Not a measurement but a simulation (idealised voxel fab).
Process module in this document: voxel wiring stack
The figure presents cross-section cut, which has a width of 160 nm and is divided into square cells with an edge length of 5 nm.
Cross-sections here: square-cell grids, written as top-down lists of bands, a band being one or more rows of cells.
Heads up on the band format: heights come first, top then bottom, in nm. After that it's the materials left to right, each with its width in nm. A single material flagged "full width" fills the whole band edge to edge, and "empty" means there's empty space there.
Basically, 0 is our baseline, since under it the wafer straight out of the box is all one material. The bottom band has no lower end and keeps on going down, so it looks like "0 nm and below".
Think of "30->40" as a width that walks from the first number to the second as you go down the band, top row to bottom row, taking equal-sized steps from row to row.
Key: "no alterations made" - step with no changed cell in the cross-section.
Reported under the label "Unvented voids" are the empty spaces having no open way to the top and comprising 8 cells or more; the notation for each is width x height at distance, in which the distance is measured from the left edge and all three values are in nm.
Post-settings text on a step line: simulator's own remark regarding the step.
The line of a step may include "overlay nm". On a step with a mask, this value is how far to the right of its planned place the mask lay. A negative value means the mask lay to the left.
-- Here's what the planned process steps look like
1) RECEIVE (material Si)
2) CONFORMAL_DEP (material SiO2; thk nm 15)
3) DIRECTIONAL_DEP (material TiN; thk nm 5)
4) DIRECTIONAL_DEP (material W; thk nm 25)
5) PATTERN (tone cover; mask id METAL_1; material resist; width nm 20; pitch nm 40; thk nm 20; overlay nm 0)
6) DIRECTIONAL_ETCH (etch materials W; depth nm 25)
7) DIRECTIONAL_ETCH (etch materials TiN; depth nm 5)
8) STRIP (etch materials resist)
9) FILL_DEP (material lowk; thk nm 10)
10) CMP (height nm 45)
11) CONFORMAL_DEP (material SiCN; thk nm 5)
12) DIRECTIONAL_DEP (material lowk; thk nm 30)
13) DIRECTIONAL_DEP (material aC; thk nm 15)
14) PATTERN (tone open; mask id METAL_2; material resist; width nm 20; pitch nm 40; thk nm 30; overlay nm 0)
15) DIRECTIONAL_ETCH (etch materials aC; depth nm 15)
16) STRIP (etch materials resist)
17) DIRECTIONAL_ETCH (etch materials lowk; depth nm 15)
18) STRIP (etch materials aC)
19) MASKED_ETCH (tone open; mask id METAL_2_HOLES; width nm 15; pitch nm 40; etch materials lowk; depth nm 15; overlay nm 0)
20) MASKED_ETCH (tone open; mask id METAL_2_HOLES; width nm 15; pitch nm 40; etch materials SiCN; depth nm 5; overlay nm 0)
21) CONFORMAL_DEP (material TiN; thk nm 5)
22) FILL_DEP (material Cu; thk nm 10)
23) CMP (height nm 80)
24) CONFORMAL_DEP (material SiN; thk nm 5)
-- Delivered wafer in cross-section: state after step 1
	0 nm and below: Si full width
	Unvented voids: none
-- Post-module cross-section of the first of two wafers (run per plan)
	85 nm to 80 nm: SiN full width
	80 nm to 70 nm: lowk 50 nm  TiN 5 nm  Cu 10 nm  TiN 5 nm  lowk 20 nm  TiN 5 nm  Cu 10 nm  TiN 5 nm  lowk 50 nm
	70 nm to 65 nm: lowk 50 nm  TiN 5 nm  Cu 5 nm  TiN 10 nm  lowk 20 nm  TiN 5 nm  Cu 5 nm  TiN 10 nm  lowk 50 nm
	65 nm to 50 nm: lowk 50 nm  TiN 5 nm  Cu 5 nm  TiN 5 nm  lowk 25 nm  TiN 5 nm  Cu 5 nm  TiN 5 nm  lowk 55 nm
	50 nm to 45 nm: SiCN 50 nm  TiN 15 nm  SiCN 25 nm  TiN 15 nm  SiCN 55 nm
	45 nm to 20 nm: lowk 50 nm  W 20 nm  lowk 20 nm  W 20 nm  lowk 50 nm
	20 nm to 15 nm: lowk 50 nm  TiN 20 nm  lowk 20 nm  TiN 20 nm  lowk 50 nm
	15 nm to 0 nm: SiO2 full width
	0 nm and below: Si full width
	Unvented voids: none
-- Wafer two, end of module, cross-section. Same start, same plan as wafer one. One mistake in the run
	85 nm to 80 nm: SiN full width
	80 nm to 70 nm: lowk 50 nm  TiN 5 nm  Cu 10 nm  TiN 5 nm  lowk 20 nm  TiN 5 nm  Cu 10 nm  TiN 5 nm  lowk 50 nm
	70 nm to 65 nm: lowk 50 nm  TiN 5 nm  Cu 5 nm  TiN 10 nm  lowk 20 nm  TiN 5 nm  Cu 5 nm  TiN 10 nm  lowk 50 nm
	65 nm to 50 nm: lowk 50 nm  TiN 5 nm  Cu 5 nm  TiN 5 nm  lowk 25 nm  TiN 5 nm  Cu 5 nm  TiN 5 nm  lowk 55 nm
	50 nm to 45 nm: SiCN 50 nm  TiN 15 nm  SiCN 25 nm  TiN 15 nm  SiCN 55 nm
	45 nm to 35 nm: lowk 50 nm  W 20 nm  lowk 20 nm  W 20 nm  lowk 50 nm
	35 nm to 30 nm: lowk 50 nm  TiN 20 nm  lowk 20 nm  TiN 20 nm  lowk 50 nm
	30 nm to 0 nm: SiO2 full width
	0 nm and below: Si full width
	Unvented voids: none
Run error: twice over, step 2 of the plan was run
Bottom line after processing is that, in cells, the second wafer is up or down on some materials versus the first: 96 more of SiO2; 24 fewer of W; 72 fewer of lowk
